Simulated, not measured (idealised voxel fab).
process module | voxel tone inversion
cross-section cut | 195 nm wide | cells 5 nm
A cross-section is a grid of square cells, given in bands from the top down. A band is one or more rows of cells.
Each band's line starts with the height of the band's top and of its bottom, in nm. Then come its materials from left to right, each with its width in nm. One material with "throughout" fills the band from edge to edge. "air" is empty space.
Height 0 is the level under which the wafer as received is all one material. The lowest band goes on downwards, as in "0 down".
A width such as "30 to 40" changes by the same amount from each row of cells to the next, from the band's top row to its bottom row.
"no change" after a step means that no cell of the cross-section changed.
closed voids: empty space of 8 cells or more with no open way to the top, each as width x height at its distance from the left edge, in nm
after a step's settings: what the simulator itself notes on the step
overlay nm, on a step with a mask: how far to the right of its planned place the mask lay; to the left if negative
plan
1 op RECEIVE | material Si
2 op CONFORMAL_DEP | material SiCN | thk nm 10
3 op DIRECTIONAL_DEP | material polySi | thk nm 15
4 op PATTERN | tone cover | mask id POSTS | material resist | width nm 20 | pitch nm 35 | thk nm 25 | overlay nm 0
5 op DIRECTIONAL_ETCH | etch materials polySi | depth nm 15
6 op STRIP | etch materials resist
7 op FILL_DEP | material SiO2 | thk nm 5
8 op CMP | height nm 25
9 op STRIP | etch materials polySi
10 op CONFORMAL_DEP | material TiN | thk nm 5
11 op FILL_DEP | material Cu | thk nm 5
12 op CMP | height nm 25
13 op CONFORMAL_DEP | material SiCN | thk nm 5
as received, after step 1
  0 down: Si throughout
  closed voids: none
a wafer at the end: this start, this plan, one mistake
  30 to 25: SiCN throughout
  25 to 15: Cu 30 | TiN 5 | SiO2 20 | TiN 5 | Cu 5 | TiN 5 | SiO2 20 | TiN 5 | Cu 5 | TiN 5 | SiO2 20 | TiN 5 | Cu 5 | TiN 5 | SiO2 20 | TiN 5 | Cu 30
  15 to 10: TiN 35 | SiO2 20 | TiN 15 | SiO2 20 | TiN 15 | SiO2 20 | TiN 15 | SiO2 20 | TiN 35
  10 to 0: SiCN throughout
  0 down: Si throughout
  closed voids: none
what went wrong: step 4 ran as: op PATTERN | tone open | mask id POSTS | material resist | width nm 20 | pitch nm 35 | thk nm 25 | overlay nm 0
